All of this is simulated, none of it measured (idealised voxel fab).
Herein follows the process module entitled voxel released beams.
Cross-section cut spans 280 nm and uses square cells 5 nm in size.
Reading order for cross-sections: top band down to bottom band. Underlying form: a grid of square cells. Band size: one or more rows of cells. Each band's line starts with the height of the band's top and of its bottom, in nm. Then come its materials from left to right, each with its width in nm. One material with "everywhere" fills the band from edge to edge. "air" is empty space. A quick word on heights: they are counted from 0, and under that level the wafer as it came to us is one material throughout. The lowest band is different from the rest in having no bottom; it simply continues downward, written as in "0 nm and below". It should be noted that a width expressed as "30 to 40" varies in equal increments from row to row of cells within the band, taking the value of the first number at the top row and that of the second number at the bottom row. "no modification" after a step means that no cell of the cross-section changed. Voids not open to the top, 8 cells minimum: see "Closed void entries". Written width x height at distance; distance is from the left edge; nm. It should be noted that, on the line of a given step, the content following the step's settings is a remark produced by the simulator itself with respect to that step. overlay nm: mask offset rightward from planned place, masked step; negative means leftward offset.
### The planned process steps are enumerated hereunder
1 op RECEIVE | material Si
2 op CONFORMAL_DEP | material SiN | thk nm 10
3 op DIRECTIONAL_DEP | material SiO2 | thk nm 15
4 op MASKED_ETCH | tone open | mask id ANCHOR | width nm 40 | etch materials SiO2 | depth nm 15 | overlay nm 0
5 op CONFORMAL_DEP | material W | thk nm 15
6 op DIRECTIONAL_DEP | material aC | thk nm 10
7 op PATTERN | tone cover | mask id BEAM | material resist | width nm 120 | thk nm 25 | overlay nm 0
8 op DIRECTIONAL_ETCH | etch materials aC | depth nm 10
9 op STRIP | etch materials resist
10 op DIRECTIONAL_ETCH | etch materials W | depth nm 15
11 op STRIP | etch materials aC
12 op STRIP | etch materials SiO2
### As-received state of the wafer in cross-section, equivalent to post-step 1
  0 nm and below = Si everywhere
  Closed void entries: none
### Wafer at module end, in section. Began as above, planned as above, run with one mistake
  0 nm and below = Si everywhere
  Closed void entries: none
Run error: step 2 was not run as planned; what actually ran was op CONFORMAL_DEP | material SiO2 | thk nm 10
